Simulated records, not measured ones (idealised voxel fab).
You're looking at the process module voxel wiring stack.
We display cut, a cross-section 210 nm in width whose square cells are each 5 nm.
Cross-section spec: square-cell grid; bands listed top down; each band is one or more rows. What a band's entry tells you: where the top is and where the bottom is, as heights in nm, and after that what lies inside, material by material from left to right, each with its width in nm. Empty space is written as the word "empty", and a single material marked with the word "throughout" occupies the band from edge to edge. Heads up on the height convention: 0 is the point under which the incoming wafer is all one material, and the lowest band has no bottom, it just keeps going down, like "z 0 and below". Width spec "30->40" -> top row of cells at first value, bottom row at second value, equal per-row change in between. For the purposes of this document, the phrase "same as before" attached to a step denotes that no cell within the cross-section was modified by that step. What "Enclosed void listing" gives you is every empty space of 8 cells or more that is cut off from the top. Each appears as width x height at distance, with the distance taken from the left edge and width, height and distance all in nm. Past the settings on a step's line: simulator remark, on that step. What "overlay nm" on a step's line means: if the step has a mask, that mask lay this far to the right of its planned place, or, when the value is negative, to the left.
**Steps in the process plan**
step 1: op RECEIVE | material Si
step 2: op CONFORMAL_DEP | material SiO2 | thk nm 10
step 3: op DIRECTIONAL_DEP | material TiN | thk nm 5
step 4: op DIRECTIONAL_DEP | material Ru | thk nm 25
step 5: op DIRECTIONAL_DEP | material aC | thk nm 10
step 6: op PATTERN | tone cover | mask id METAL_1 | material resist | width nm 25 | pitch nm 40 | thk nm 25 | overlay nm 0
step 7: op DIRECTIONAL_ETCH | etch materials aC | depth nm 10
step 8: op STRIP | etch materials resist
step 9: op DIRECTIONAL_ETCH | etch materials Ru | depth nm 25
step 10: op DIRECTIONAL_ETCH | etch materials TiN | depth nm 5
step 11: op STRIP | etch materials aC
step 12: op FILL_DEP | material SiO2 | thk nm 5
step 13: op CMP | height nm 40
step 14: op CONFORMAL_DEP | material SiCN | thk nm 5
step 15: op DIRECTIONAL_DEP | material SiO2 | thk nm 15
step 16: op MASKED_ETCH | tone open | mask id PLUG_1 | width nm 15 | pitch nm 40 | etch materials SiO2 | depth nm 15 | overlay nm 0
step 17: op MASKED_ETCH | tone open | mask id PLUG_1 | width nm 15 | pitch nm 40 | etch materials SiCN | depth nm 5 | overlay nm 0
step 18: op CONFORMAL_DEP | material TiN | thk nm 5
step 19: op FILL_DEP | material Ru | thk nm 10
step 20: op CMP | height nm 60
step 21: op CONFORMAL_DEP | material SiN | thk nm 5
step 22: op DIRECTIONAL_DEP | material lowk | thk nm 15
step 23: op DIRECTIONAL_DEP | material aC | thk nm 10
step 24: op PATTERN | tone open | mask id METAL_2 | material resist | width nm 25 | pitch nm 40 | thk nm 30 | overlay nm 0
step 25: op DIRECTIONAL_ETCH | etch materials aC | depth nm 10
step 26: op STRIP | etch materials resist
step 27: op DIRECTIONAL_ETCH | etch materials lowk | depth nm 15
step 28: op DIRECTIONAL_ETCH | etch materials SiN | depth nm 5
step 29: op STRIP | etch materials aC
step 30: op CONFORMAL_DEP | material TiN | thk nm 5
step 31: op FILL_DEP | material Cu | thk nm 5
step 32: op CMP | height nm 80
step 33: op CONFORMAL_DEP | material SiCN | thk nm 5
step 34: op DIRECTIONAL_DEP | material SiO2 | thk nm 30
step 35: op MASKED_ETCH | tone open | mask id METAL_3_HOLES | width nm 15 | pitch nm 80 | etch materials SiO2 | depth nm 30 | overlay nm 0
step 36: op DIRECTIONAL_DEP | material aC | thk nm 15
step 37: op PATTERN | tone open | mask id METAL_3 | material resist | width nm 25 | pitch nm 40 | thk nm 30 | overlay nm 0
step 38: op DIRECTIONAL_ETCH | etch materials aC | depth nm 15
step 39: op STRIP | etch materials resist
step 40: op DIRECTIONAL_ETCH | etch materials SiO2 | depth nm 20
step 41: op DIRECTIONAL_ETCH | etch materials SiCN | depth nm 5
step 42: op STRIP | etch materials aC
step 43: op CONFORMAL_DEP | material TiN | thk nm 5
step 44: op FILL_DEP | material Cu | thk nm 10
step 45: op CMP | height nm 115
step 46: op CONFORMAL_DEP | material SiN | thk nm 5
**Step 1 complete: cross-section of the wafer as received**
    z 0 and below: Si throughout
    Enclosed void listing: none
**Cross-sectional view of the first of the two wafers upon completion of the module, processed in accordance with the plan**
    z 120 to 115: SiN throughout
    z 115 to 100: SiO2 30 nm, then TiN 5 nm, then Cu 15 nm, then TiN 5 nm, then SiO2 15 nm, then TiN 5 nm, then Cu 15 nm, then TiN 5 nm, then SiO2 15 nm, then TiN 5 nm, then Cu 15 nm, then TiN 5 nm, then SiO2 15 nm, then TiN 5 nm, then Cu 15 nm, then TiN 5 nm, then SiO2 35 nm
    z 100 to 95: SiO2 30 nm, then TiN 5 nm, then Cu 5 nm, then TiN 15 nm, then SiO2 15 nm, then TiN 25 nm, then SiO2 15 nm, then TiN 5 nm, then Cu 5 nm, then TiN 15 nm, then SiO2 15 nm, then TiN 25 nm, then SiO2 35 nm
    z 95 to 85: SiO2 30 nm, then TiN 5 nm, then Cu 5 nm, then TiN 5 nm, then SiO2 65 nm, then TiN 5 nm, then Cu 5 nm, then TiN 5 nm, then SiO2 85 nm
    z 85 to 80: SiCN 30 nm, then TiN 15 nm, then SiCN 65 nm, then TiN 15 nm, then SiCN 85 nm
    z 80 to 65: lowk 30 nm, then TiN 5 nm, then Cu 15 nm, then TiN 5 nm, then lowk 15 nm, then TiN 5 nm, then Cu 15 nm, then TiN 5 nm, then lowk 15 nm, then TiN 5 nm, then Cu 15 nm, then TiN 5 nm, then lowk 15 nm, then TiN 5 nm, then Cu 15 nm, then TiN 5 nm, then lowk 35 nm
    z 65 to 60: SiN 30 nm, then TiN 25 nm, then SiN 15 nm, then TiN 25 nm, then SiN 15 nm, then TiN 25 nm, then SiN 15 nm, then TiN 25 nm, then SiN 35 nm
    z 60 to 45: SiO2 30 nm, then TiN 5 nm, then Ru 5 nm, then TiN 5 nm, then SiO2 25 nm, then TiN 5 nm, then Ru 5 nm, then TiN 5 nm, then SiO2 25 nm, then TiN 5 nm, then Ru 5 nm, then TiN 5 nm, then SiO2 25 nm, then TiN 5 nm, then Ru 5 nm, then TiN 5 nm, then SiO2 45 nm
    z 45 to 40: SiCN 30 nm, then TiN 15 nm, then SiCN 25 nm, then TiN 15 nm, then SiCN 25 nm, then TiN 15 nm, then SiCN 25 nm, then TiN 15 nm, then SiCN 45 nm
    z 40 to 15: SiO2 30 nm, then Ru 25 nm, then SiO2 15 nm, then Ru 25 nm, then SiO2 15 nm, then Ru 25 nm, then SiO2 15 nm, then Ru 25 nm, then SiO2 35 nm
    z 15 to 10: SiO2 30 nm, then TiN 25 nm, then SiO2 15 nm, then TiN 25 nm, then SiO2 15 nm, then TiN 25 nm, then SiO2 15 nm, then TiN 25 nm, then SiO2 35 nm
    z 10 to 0: SiO2 throughout
    z 0 and below: Si throughout
    Enclosed void listing: none
**Second wafer cross-section at end of module - shared start and plan with the first, one mistake in the run**
    z 120 to 115: SiN throughout
    z 115 to 110: SiCN 30 nm, then TiN 25 nm, then SiCN 15 nm, then TiN 25 nm, then SiCN 15 nm, then TiN 25 nm, then SiCN 15 nm, then TiN 25 nm, then SiCN 35 nm
    z 110 to 80: SiO2 throughout
    z 80 to 65: lowk 30 nm, then TiN 5 nm, then Cu 15 nm, then TiN 5 nm, then lowk 15 nm, then TiN 5 nm, then Cu 15 nm, then TiN 5 nm, then lowk 15 nm, then TiN 5 nm, then Cu 15 nm, then TiN 5 nm, then lowk 15 nm, then TiN 5 nm, then Cu 15 nm, then TiN 5 nm, then lowk 35 nm
    z 65 to 60: SiN 30 nm, then TiN 25 nm, then SiN 15 nm, then TiN 25 nm, then SiN 15 nm, then TiN 25 nm, then SiN 15 nm, then TiN 25 nm, then SiN 35 nm
    z 60 to 45: SiO2 30 nm, then TiN 5 nm, then Ru 5 nm, then TiN 5 nm, then SiO2 25 nm, then TiN 5 nm, then Ru 5 nm, then TiN 5 nm, then SiO2 25 nm, then TiN 5 nm, then Ru 5 nm, then TiN 5 nm, then SiO2 25 nm, then TiN 5 nm, then Ru 5 nm, then TiN 5 nm, then SiO2 45 nm
    z 45 to 40: SiCN 30 nm, then TiN 15 nm, then SiCN 25 nm, then TiN 15 nm, then SiCN 25 nm, then TiN 15 nm, then SiCN 25 nm, then TiN 15 nm, then SiCN 45 nm
    z 40 to 15: SiO2 30 nm, then Ru 25 nm, then SiO2 15 nm, then Ru 25 nm, then SiO2 15 nm, then Ru 25 nm, then SiO2 15 nm, then Ru 25 nm, then SiO2 35 nm
    z 15 to 10: SiO2 30 nm, then TiN 25 nm, then SiO2 15 nm, then TiN 25 nm, then SiO2 15 nm, then TiN 25 nm, then SiO2 15 nm, then TiN 25 nm, then SiO2 35 nm
    z 10 to 0: SiO2 throughout
    z 0 and below: Si throughout
    Enclosed void listing: none
Nonconformance to the process plan: a sequencing error occurred in which plan steps 33 and 34 were transposed
At the finish, the second wafer shows more or fewer cells for some materials than the first does: -42 Cu | -14 SiCN | +92 SiO2 | -36 TiN
